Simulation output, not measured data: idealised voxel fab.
process module | voxel wiring stack
cross-section cut | 165 nm wide | cells 5 nm
A cross-section is a grid of square cells, given in bands from the top down. A band is one or more rows of cells.
Each band's line starts with the height of the band's top and of its bottom, in nm. Then come its materials from left to right, each with its width in nm. One material with "throughout" fills the band from edge to edge. "air" is empty space.
Height 0 is the level under which the wafer as received is all one material. The lowest band goes on downwards, as in "0 down".
A width such as "30 to 40" changes by the same amount from each row of cells to the next, from the band's top row to its bottom row.
"no change" after a step means that no cell of the cross-section changed.
closed voids: empty space of 8 cells or more with no open way to the top, each as width x height at its distance from the left edge, in nm
after a step's settings: what the simulator itself notes on the step
overlay nm, on a step with a mask: how far to the right of its planned place the mask lay; to the left if negative
plan
1 op RECEIVE | material Si
2 op CONFORMAL_DEP | material SiO2 | thk nm 15
3 op CONFORMAL_DEP | material SiN | thk nm 5
4 op DIRECTIONAL_DEP | material lowk | thk nm 5
5 op PATTERN | tone open | mask id METAL_1 | material resist | width nm 30 | pitch nm 55 | thk nm 20 | overlay nm 0
6 op DIRECTIONAL_ETCH | etch materials lowk | depth nm 15
7 op DIRECTIONAL_ETCH | etch materials SiN | depth nm 5
8 op STRIP | etch materials resist
9 op CONFORMAL_DEP | material TiN | thk nm 5
10 op FILL_DEP | material W | thk nm 5
11 op CMP | height nm 35
12 op EPI | material Ru | thk nm 5
13 op FILL_DEP | material SiCN | thk nm 5
14 op DIRECTIONAL_DEP | material lowk | thk nm 30
15 op DIRECTIONAL_DEP | material aC | thk nm 15
16 op PATTERN | tone open | mask id METAL_2_HOLES | material resist | width nm 15 | thk nm 35 | overlay nm 0
17 op DIRECTIONAL_ETCH | etch materials aC | depth nm 15
18 op STRIP | etch materials resist
19 op DIRECTIONAL_ETCH | etch materials lowk | depth nm 30
20 op STRIP | etch materials aC
21 op DIRECTIONAL_DEP | material aC | thk nm 10
22 op PATTERN | tone open | mask id METAL_2 | material resist | width nm 30 | pitch nm 55 | thk nm 25 | overlay nm 0
23 op DIRECTIONAL_ETCH | etch materials aC | depth nm 10
24 op STRIP | etch materials resist
25 op DIRECTIONAL_ETCH | etch materials lowk | depth nm 20
26 op DIRECTIONAL_ETCH | etch materials SiCN | depth nm 5
27 op STRIP | etch materials aC
28 op CONFORMAL_DEP | material TiN | thk nm 5
29 op FILL_DEP | material Cu | thk nm 10
30 op CMP | height nm 75
31 op CONFORMAL_DEP | material SiN | thk nm 5
varied across the wafers: thk nm of step 4. The plan shows the first wafer's value. All wafers start alike
first wafer as received, after step 1
  0 down: Si throughout
  closed voids: none
first wafer at the end, after step 31
  80 to 75: SiN throughout
  75 to 60: lowk 40 | TiN 5 | Cu 20 | TiN 5 | lowk 25 | TiN 5 | Cu 20 | TiN 5 | lowk 40
  60 to 55: lowk 40 | TiN 5 | Cu 5 | TiN 20 | lowk 25 | TiN 30 | lowk 40
  55 to 45: lowk 40 | TiN 5 | Cu 5 | TiN 5 | lowk 110
  45 to 40: SiCN 40 | TiN 15 | SiCN 110
  40 to 35: Ru throughout
  35 to 30: W throughout
  30 to 25: TiN 45 | W 20 | TiN 35 | W 20 | TiN 45
  25 to 20: lowk 40 | TiN 5 | W 20 | TiN 5 | lowk 25 | TiN 5 | W 20 | TiN 5 | lowk 40
  20 to 15: SiN 40 | TiN 30 | SiN 25 | TiN 30 | SiN 40
  15 to 0: SiO2 throughout
  0 down: Si throughout
  closed voids: none
last wafer at the end
  80 to 75: SiN throughout
  75 to 70: TiN 45 | Cu 20 | TiN 35 | Cu 20 | TiN 45
  70 to 55: lowk 40 | TiN 5 | Cu 20 | TiN 5 | lowk 25 | TiN 5 | Cu 20 | TiN 5 | lowk 40
  55 to 50: lowk 40 | TiN 5 | Cu 5 | TiN 20 | lowk 25 | TiN 30 | lowk 40
  50 to 40: lowk 40 | TiN 5 | Cu 5 | TiN 5 | lowk 110
  40 to 35: SiCN 40 | TiN 15 | SiCN 110
  35 to 20: lowk throughout
  20 to 15: SiN throughout
  15 to 0: SiO2 throughout
  0 down: Si throughout
  closed voids: none
each wafer at the end: cells of each material gained (+) or lost (-) since it was received, then its closed voids
thk nm 5 | +27 Cu | +33 Ru | +30 SiCN | +54 SiN | +99 SiO2 | +71 TiN | +49 W | +165 lowk | closed voids: none
thk nm 10 | +27 Cu | +33 Ru | +30 SiCN | +54 SiN | +99 SiO2 | +75 TiN | +24 W | +186 lowk | closed voids: none
thk nm 15 | +27 Cu | +16 Ru | +47 SiCN | +54 SiN | +99 SiO2 | +54 TiN | +24 W | +207 lowk | closed voids: none
thk nm 20 | +27 Cu | +16 Ru | +47 SiCN | +66 SiN | +99 SiO2 | +46 TiN | +8 W | +219 lowk | closed voids: none
thk nm 25 | +27 Cu | +16 Ru | +47 SiCN | +66 SiN | +99 SiO2 | +42 TiN | +231 lowk | closed voids: none
thk nm 30 | +35 Cu | +30 SiCN | +66 SiN | +99 SiO2 | +55 TiN | +243 lowk | closed voids: none
